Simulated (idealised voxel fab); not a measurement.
Herein follows the process module entitled voxel transistor to metal.
The width of the displayed cross-section, cut, is 175 nm; its cells are square, with a size of 5 nm.
Cross-section spec: square-cell grid; bands listed top down; each band is one or more rows.
Read a band's entry like this: the first values are the height of its top and the height of its bottom in nm, and what follows is the sequence of materials from left to right, each with its width in nm. Note that "air" is empty space, and that a single material marked "full width" reaches across the band from edge to edge.
Counting heights begins at 0, where everything beneath is, in the wafer as received, one material. The lowest band has no bottom; it goes on downwards, as "0 nm and below" shows.
Per-row width for "30->40": begins at first number (top row of band), ends at second number (bottom row), increment between rows held constant.
"no change occurred" for a step: no cell of the cross-section changed in that step.
Each empty space that has no open way to the top and spans at least 8 cells appears under "Sealed-off cavities" as width x height at distance, the distance counted from the left edge, all in nm.
Step line, after settings: the simulator's comment on this step.
Steps that use a mask can have "overlay nm" on their line. It says how far the mask sat to the right of where it was meant to be. Negative means to the left.

PROCESS STEPS (PLANNED)
- 1: RECEIVE: material Si
- 2: OXIDIZE: depth nm 5
- 3: CONFORMAL_DEP: material SiN, thk nm 10
- 4: MASKED_ETCH: tone cover, mask id ACTIVE, width nm 110, etch materials SiN, depth nm 10, overlay nm 0
- 5: MASKED_ETCH: tone cover, mask id ACTIVE, width nm 110, etch materials SiO2, depth nm 5, overlay nm 0
- 6: MASKED_ETCH: tone cover, mask id ACTIVE, width nm 110, etch materials Si, depth nm 25, overlay nm 0
- 7: OXIDIZE: depth nm 5
- 8: FILL_DEP: material SiO2, thk nm 5
- 9: CMP: height nm 10
- 10: SELECTIVE_ETCH: etch materials SiO2, depth nm 5
- 11: STRIP: etch materials SiN
- 12: SELECTIVE_ETCH: etch materials SiO2, depth nm 5
- 13: OXIDIZE: depth nm 5
- 14: DIRECTIONAL_DEP: material polySi, thk nm 25
- 15: DIRECTIONAL_DEP: material SiCN, thk nm 15
- 16: MASKED_ETCH: tone cover, mask id GATE, width nm 30, etch materials SiCN, depth nm 25, overlay nm 0
- 17: MASKED_ETCH: tone cover, mask id GATE, width nm 30, etch materials polySi, depth nm 35, overlay nm 0
- 18: CONFORMAL_DEP: material SiO2, thk nm 5
- 19: DIRECTIONAL_ETCH: etch materials SiO2, depth nm 5
- 20: CONFORMAL_DEP: material SiN, thk nm 5
- 21: DIRECTIONAL_ETCH: etch materials SiN, depth nm 5
- 22: DIRECTIONAL_ETCH: etch materials SiO2, depth nm 5
- 23: DIRECTIONAL_ETCH: etch materials Si, depth nm 10
- 24: EPI: material nSi, thk nm 10
- 25: FILL_DEP: material SiO2, thk nm 10
- 26: CMP: height nm 20
- 27: STRIP: etch materials polySi
- 28: SELECTIVE_ETCH: etch materials SiO2, depth nm 5
- 29: CONFORMAL_DEP: material HfO2, thk nm 5
- 30: CONFORMAL_DEP: material TiN, thk nm 5
- 31: FILL_DEP: material W, thk nm 10
- 32: CMP: height nm 15
- 33: DIRECTIONAL_DEP: material SiO2, thk nm 10
- 34: DIRECTIONAL_DEP: material aC, thk nm 15
- 35: PATTERN: tone open, mask id CONTACT, material resist, width nm 15, pitch nm 75, thk nm 35, overlay nm 0
- 36: DIRECTIONAL_ETCH: etch materials aC, depth nm 15
- 37: STRIP: etch materials resist
- 38: DIRECTIONAL_ETCH: etch materials SiO2, depth nm 35
- 39: STRIP: etch materials aC
- 40: CONFORMAL_DEP: material TiN, thk nm 5
- 41: FILL_DEP: material Ru, thk nm 5
- 42: CMP: height nm 25
- 43: DIRECTIONAL_DEP: material TiN, thk nm 5
- 44: DIRECTIONAL_DEP: material W, thk nm 25
- 45: DIRECTIONAL_DEP: material aC, thk nm 10
- 46: PATTERN: tone cover, mask id METAL_1, material resist, width nm 15, pitch nm 75, thk nm 25, overlay nm 0
- 47: DIRECTIONAL_ETCH: etch materials aC, depth nm 10
- 48: STRIP: etch materials resist
- 49: DIRECTIONAL_ETCH: etch materials W, depth nm 25
- 50: DIRECTIONAL_ETCH: etch materials TiN, depth nm 5
- 51: STRIP: etch materials aC
- 52: CONFORMAL_DEP: material SiCN, thk nm 5
- 53: FILL_DEP: material lowk, thk nm 5
- 54: CMP: height nm 55
- 55: CONFORMAL_DEP: material SiCN, thk nm 5

CROSS-SECTION, INCOMING MATERIAL, AFTER STEP 1
	0 nm and below | Si full width
	Sealed-off cavities: none

FIRST WAFER OF TWO, SECTIONED AT END OF MODULE; RUN WENT PER PLAN
	60 nm to 55 nm | SiCN full width
	55 nm to 30 nm | 35 lowk, 5 SiCN, 15 W, 5 SiCN, 50 lowk, 5 SiCN, 15 W, 5 SiCN, 40 lowk
	30 nm to 25 nm | 40 SiCN, 15 TiN, 60 SiCN, 15 TiN, 45 SiCN
	25 nm to 15 nm | 40 SiO2, 5 TiN, 5 Ru, 5 TiN, 60 SiO2, 5 TiN, 5 Ru, 5 TiN, 45 SiO2
	15 nm to 5 nm | 40 SiO2, 5 TiN, 5 Ru, 5 TiN, 5 SiO2, 5 SiN, 5 HfO2, 5 TiN, 20 W, 5 TiN, 5 HfO2, 5 SiN, 5 SiO2, 5 TiN, 5 Ru, 5 TiN, 45 SiO2
	5 nm to 0 nm | 40 SiO2, 15 TiN, 5 SiO2, 5 SiN, 5 HfO2, 5 TiN, 20 W, 5 TiN, 5 HfO2, 5 SiN, 5 SiO2, 15 TiN, 45 SiO2
	0 nm to -5 nm | 30 SiO2, 5 SiN, 5 SiO2, 10 TiN, 10 nSi, 5 SiN, 5 HfO2, 30 TiN, 5 HfO2, 5 SiN, 10 nSi, 10 TiN, 5 SiO2, 5 SiN, 35 SiO2
	-5 nm to -10 nm | 40 SiO2, 10 TiN, 10 nSi, 5 SiO2, 40 HfO2, 5 SiO2, 10 nSi, 10 TiN, 45 SiO2
	-10 nm to -20 nm | 35 SiO2, 25 nSi, 50 Si, 25 nSi, 40 SiO2
	-20 nm to -35 nm | 35 SiO2, 100 Si, 40 SiO2
	-35 nm and below | Si full width
	Sealed-off cavities: none

SECOND WAFER AT THE END: LIKE START, LIKE PLAN, ONE MISTAKE
	60 nm to 55 nm | SiCN full width
	55 nm to 30 nm | 35 lowk, 5 SiCN, 15 W, 5 SiCN, 50 lowk, 5 SiCN, 15 W, 5 SiCN, 40 lowk
	30 nm to 25 nm | 40 SiCN, 15 TiN, 60 SiCN, 15 TiN, 45 SiCN
	25 nm to 15 nm | 40 SiO2, 5 TiN, 5 Ru, 5 TiN, 60 SiO2, 5 TiN, 5 Ru, 5 TiN, 45 SiO2
	15 nm to 5 nm | 40 SiO2, 5 TiN, 5 Ru, 5 TiN, 5 SiO2, 5 SiN, 5 TiN, 30 W, 5 TiN, 5 SiN, 5 SiO2, 5 TiN, 5 Ru, 5 TiN, 45 SiO2
	5 nm to 0 nm | 40 SiO2, 15 TiN, 5 SiO2, 5 SiN, 5 TiN, 30 W, 5 TiN, 5 SiN, 5 SiO2, 15 TiN, 45 SiO2
	0 nm to -5 nm | 30 SiO2, 5 SiN, 5 SiO2, 10 TiN, 10 nSi, 5 SiN, 5 TiN, 30 W, 5 TiN, 5 SiN, 10 nSi, 10 TiN, 5 SiO2, 5 SiN, 35 SiO2
	-5 nm to -10 nm | 40 SiO2, 10 TiN, 10 nSi, 5 SiO2, 40 TiN, 5 SiO2, 10 nSi, 10 TiN, 45 SiO2
	-10 nm to -20 nm | 35 SiO2, 25 nSi, 50 Si, 25 nSi, 40 SiO2
	-20 nm to -35 nm | 35 SiO2, 100 Si, 40 SiO2
	-35 nm and below | Si full width
	Sealed-off cavities: none
It is concluded that the wafer was processed incorrectly with respect to the plan, in that step 29 of the plan was jumped over and never run
Cell-count delta at end, second wafer over first, by material: HfO2: 16 fewer | TiN: 4 more | W: 12 more
